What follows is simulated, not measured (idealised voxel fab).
Process module heading - voxel trench capacitor
Cross-section cut: width 205 nm, square cells of 5 nm.
Cross-section layout: square cells on a grid; listed as bands, top to bottom; a band spans one or more cell rows.
A band entry consists of two parts. The first gives the height of the band's top and the height of its bottom, in nm. The rest lists the band's materials from left to right, each with its width in nm. A single material labelled with the word "everywhere" fills the band from edge to edge, and the word "empty" marks empty space.
Measure heights from 0. That's the level where, below it, the as-received wafer is all one material. The lowest band is bottomless and extends downward; write it as in "0 down".
It should be noted that a width expressed as "30 to 40" varies in equal increments from row to row of cells within the band, taking the value of the first number at the top row and that of the second number at the bottom row.
When a step is marked "nothing was modified", none of the cells in the cross-section changed during that step.
"Closed cavities" means: voids of 8 cells or more that are shut off from the top with no open way through. Written width x height at distance, distance from the left edge, in nm.
Whatever follows a step's settings on its line is a remark the simulator itself makes about that step.
Among the settings permitted on a step's line is "overlay nm"; applied to a step with a mask, it specifies the extent to which the mask lay to the right of its planned position, whereas a negative figure signifies a position to the left.

# Process steps - plan
| 1 | op RECEIVE | material Si |
| 2 | op CONFORMAL_DEP | material SiN | thk nm 10 |
| 3 | op DIRECTIONAL_DEP | material aC | thk nm 15 |
| 4 | op PATTERN | tone open | mask id TRENCH | material resist | width nm 25 | pitch nm 50 | thk nm 35 | overlay nm 0 |
| 5 | op DIRECTIONAL_ETCH | etch materials aC | depth nm 15 |
| 6 | op STRIP | etch materials resist |
| 7 | op DIRECTIONAL_ETCH | etch materials SiN | depth nm 10 |
| 8 | op DIRECTIONAL_ETCH | etch materials Si | depth nm 25 |
| 9 | op STRIP | etch materials aC |
| 10 | op CONFORMAL_DEP | material SiO2 | thk nm 5 |
| 11 | op FILL_DEP | material polySi | thk nm 10 |
| 12 | op CMP | height nm 10 |

# First wafer, two in total, run as planned

# As received (post step 1): cross-section
	0 down: Si everywhere
	Closed cavities: none

# The following cross-section depicts the wafer upon completion of step 2
	10 to 0: SiN everywhere
	Under the height 0 nothing was changed.

# The following cross-section depicts the wafer upon completion of step 3
	25 to 10: aC everywhere
	Under the height 10 nothing was changed.

# The following cross-section depicts the wafer upon completion of step 4
	60 to 25: 40 nm resist, then 25 nm empty, then 25 nm resist, then 25 nm empty, then 25 nm resist, then 25 nm empty, then 40 nm resist
	Under the height 25 nothing was changed.

# The following cross-section depicts the wafer upon completion of step 5
	45 to 25: 40 nm resist, then 25 nm empty, then 25 nm resist, then 25 nm empty, then 25 nm resist, then 25 nm empty, then 40 nm resist
	25 to 10: 40 nm aC, then 25 nm empty, then 25 nm aC, then 25 nm empty, then 25 nm aC, then 25 nm empty, then 40 nm aC
	Under the height 10 nothing was changed.

# The following cross-section depicts the wafer upon completion of step 6
	25 to 10: 40 nm aC, then 25 nm empty, then 25 nm aC, then 25 nm empty, then 25 nm aC, then 25 nm empty, then 40 nm aC
	Under the height 10 nothing was changed.

# The following cross-section depicts the wafer upon completion of step 7
	25 to 10: 40 nm aC, then 25 nm empty, then 25 nm aC, then 25 nm empty, then 25 nm aC, then 25 nm empty, then 40 nm aC
	10 to 0: 40 nm SiN, then 25 nm empty, then 25 nm SiN, then 25 nm empty, then 25 nm SiN, then 25 nm empty, then 40 nm SiN
	Under the height 0 nothing was changed.

# The following cross-section depicts the wafer upon completion of step 8
	25 to 10: 40 nm aC, then 25 nm empty, then 25 nm aC, then 25 nm empty, then 25 nm aC, then 25 nm empty, then 40 nm aC
	10 to 0: 40 nm SiN, then 25 nm empty, then 25 nm SiN, then 25 nm empty, then 25 nm SiN, then 25 nm empty, then 40 nm SiN
	0 to -25: 40 nm Si, then 25 nm empty, then 25 nm Si, then 25 nm empty, then 25 nm Si, then 25 nm empty, then 40 nm Si
	Under the height -25 nothing was changed.

# The following cross-section depicts the wafer upon completion of step 9
	10 to 0: 40 nm SiN, then 25 nm empty, then 25 nm SiN, then 25 nm empty, then 25 nm SiN, then 25 nm empty, then 40 nm SiN
	Under the height 0 nothing was changed.

# The following cross-section depicts the wafer upon completion of step 10
	15 to 10: 45 nm SiO2, then 15 nm empty, then 35 nm SiO2, then 15 nm empty, then 35 nm SiO2, then 15 nm empty, then 45 nm SiO2
	10 to 0: 40 nm SiN, then 5 nm SiO2, then 15 nm empty, then 5 nm SiO2, then 25 nm SiN, then 5 nm SiO2, then 15 nm empty, then 5 nm SiO2, then 25 nm SiN, then 5 nm SiO2, then 15 nm empty, then 5 nm SiO2, then 40 nm SiN
	0 to -20: 40 nm Si, then 5 nm SiO2, then 15 nm empty, then 5 nm SiO2, then 25 nm Si, then 5 nm SiO2, then 15 nm empty, then 5 nm SiO2, then 25 nm Si, then 5 nm SiO2, then 15 nm empty, then 5 nm SiO2, then 40 nm Si
	-20 to -25: 40 nm Si, then 25 nm SiO2, then 25 nm Si, then 25 nm SiO2, then 25 nm Si, then 25 nm SiO2, then 40 nm Si
	Under the height -25 nothing was changed.

# The following cross-section depicts the wafer upon completion of step 11
	25 to 15: polySi everywhere
	15 to 10: 45 nm SiO2, then 15 nm polySi, then 35 nm SiO2, then 15 nm polySi, then 35 nm SiO2, then 15 nm polySi, then 45 nm SiO2
	10 to 0: 40 nm SiN, then 5 nm SiO2, then 15 nm polySi, then 5 nm SiO2, then 25 nm SiN, then 5 nm SiO2, then 15 nm polySi, then 5 nm SiO2, then 25 nm SiN, then 5 nm SiO2, then 15 nm polySi, then 5 nm SiO2, then 40 nm SiN
	0 to -20: 40 nm Si, then 5 nm SiO2, then 15 nm polySi, then 5 nm SiO2, then 25 nm Si, then 5 nm SiO2, then 15 nm polySi, then 5 nm SiO2, then 25 nm Si, then 5 nm SiO2, then 15 nm polySi, then 5 nm SiO2, then 40 nm Si
	Under the height -20 nothing was changed.

# The following cross-section depicts the wafer upon completion of step 12
	10 to 0: 40 nm SiN, then 5 nm SiO2, then 15 nm polySi, then 5 nm SiO2, then 25 nm SiN, then 5 nm SiO2, then 15 nm polySi, then 5 nm SiO2, then 25 nm SiN, then 5 nm SiO2, then 15 nm polySi, then 5 nm SiO2, then 40 nm SiN
	Under the height 0 nothing was changed.

# Second of two: same start, same plan, one run error; steps up to and including 3 match the first

# Cross-sectional view of the second wafer at the intended end time of process step 4
	60 to 25: 40 nm resist, then 30 nm empty, then 20 nm resist, then 30 nm empty, then 20 nm resist, then 30 nm empty, then 35 nm resist
	Under the height 25 nothing was changed.

# Cross-sectional view of the second wafer at the intended end time of process step 5
	45 to 25: 40 nm resist, then 30 nm empty, then 20 nm resist, then 30 nm empty, then 20 nm resist, then 30 nm empty, then 35 nm resist
	25 to 10: 40 nm aC, then 30 nm empty, then 20 nm aC, then 30 nm empty, then 20 nm aC, then 30 nm empty, then 35 nm aC
	Under the height 10 nothing was changed.

# Cross-sectional view of the second wafer at the intended end time of process step 6
	25 to 10: 40 nm aC, then 30 nm empty, then 20 nm aC, then 30 nm empty, then 20 nm aC, then 30 nm empty, then 35 nm aC
	Under the height 10 nothing was changed.

# Cross-sectional view of the second wafer at the intended end time of process step 7
	25 to 10: 40 nm aC, then 30 nm empty, then 20 nm aC, then 30 nm empty, then 20 nm aC, then 30 nm empty, then 35 nm aC
	10 to 0: 40 nm SiN, then 30 nm empty, then 20 nm SiN, then 30 nm empty, then 20 nm SiN, then 30 nm empty, then 35 nm SiN
	Under the height 0 nothing was changed.

# Cross-sectional view of the second wafer at the intended end time of process step 8
	25 to 10: 40 nm aC, then 30 nm empty, then 20 nm aC, then 30 nm empty, then 20 nm aC, then 30 nm empty, then 35 nm aC
	10 to 0: 40 nm SiN, then 30 nm empty, then 20 nm SiN, then 30 nm empty, then 20 nm SiN, then 30 nm empty, then 35 nm SiN
	0 to -25: 40 nm Si, then 30 nm empty, then 20 nm Si, then 30 nm empty, then 20 nm Si, then 30 nm empty, then 35 nm Si
	Under the height -25 nothing was changed.

# Cross-sectional view of the second wafer at the intended end time of process step 9
	10 to 0: 40 nm SiN, then 30 nm empty, then 20 nm SiN, then 30 nm empty, then 20 nm SiN, then 30 nm empty, then 35 nm SiN
	Under the height 0 nothing was changed.

# Cross-sectional view of the second wafer at the intended end time of process step 10
	15 to 10: 45 nm SiO2, then 20 nm empty, then 30 nm SiO2, then 20 nm empty, then 30 nm SiO2, then 20 nm empty, then 40 nm SiO2
	10 to 0: 40 nm SiN, then 5 nm SiO2, then 20 nm empty, then 5 nm SiO2, then 20 nm SiN, then 5 nm SiO2, then 20 nm empty, then 5 nm SiO2, then 20 nm SiN, then 5 nm SiO2, then 20 nm empty, then 5 nm SiO2, then 35 nm SiN
	0 to -20: 40 nm Si, then 5 nm SiO2, then 20 nm empty, then 5 nm SiO2, then 20 nm Si, then 5 nm SiO2, then 20 nm empty, then 5 nm SiO2, then 20 nm Si, then 5 nm SiO2, then 20 nm empty, then 5 nm SiO2, then 35 nm Si
	-20 to -25: 40 nm Si, then 30 nm SiO2, then 20 nm Si, then 30 nm SiO2, then 20 nm Si, then 30 nm SiO2, then 35 nm Si
	Under the height -25 nothing was changed.

# Cross-sectional view of the second wafer at the intended end time of process step 11
	25 to 15: polySi everywhere
	15 to 10: 45 nm SiO2, then 20 nm polySi, then 30 nm SiO2, then 20 nm polySi, then 30 nm SiO2, then 20 nm polySi, then 40 nm SiO2
	10 to 0: 40 nm SiN, then 5 nm SiO2, then 20 nm polySi, then 5 nm SiO2, then 20 nm SiN, then 5 nm SiO2, then 20 nm polySi, then 5 nm SiO2, then 20 nm SiN, then 5 nm SiO2, then 20 nm polySi, then 5 nm SiO2, then 35 nm SiN
	0 to -20: 40 nm Si, then 5 nm SiO2, then 20 nm polySi, then 5 nm SiO2, then 20 nm Si, then 5 nm SiO2, then 20 nm polySi, then 5 nm SiO2, then 20 nm Si, then 5 nm SiO2, then 20 nm polySi, then 5 nm SiO2, then 35 nm Si
	Under the height -20 nothing was changed.

# Cross-sectional view of the second wafer at the intended end time of process step 12
	10 to 0: 40 nm SiN, then 5 nm SiO2, then 20 nm polySi, then 5 nm SiO2, then 20 nm SiN, then 5 nm SiO2, then 20 nm polySi, then 5 nm SiO2, then 20 nm SiN, then 5 nm SiO2, then 20 nm polySi, then 5 nm SiO2, then 35 nm SiN
	Under the height 0 nothing was changed.
What was the processing mistake? step 4 ran as: op PATTERN | tone open | mask id TRENCH | material resist | width nm 30 | pitch nm 50 | thk nm 35 | overlay nm 0
Per the end-of-run cell counts, the second wafer holds more or fewer of some materials than the first: -15 Si; -6 SiN; +3 SiO2; +18 polySi
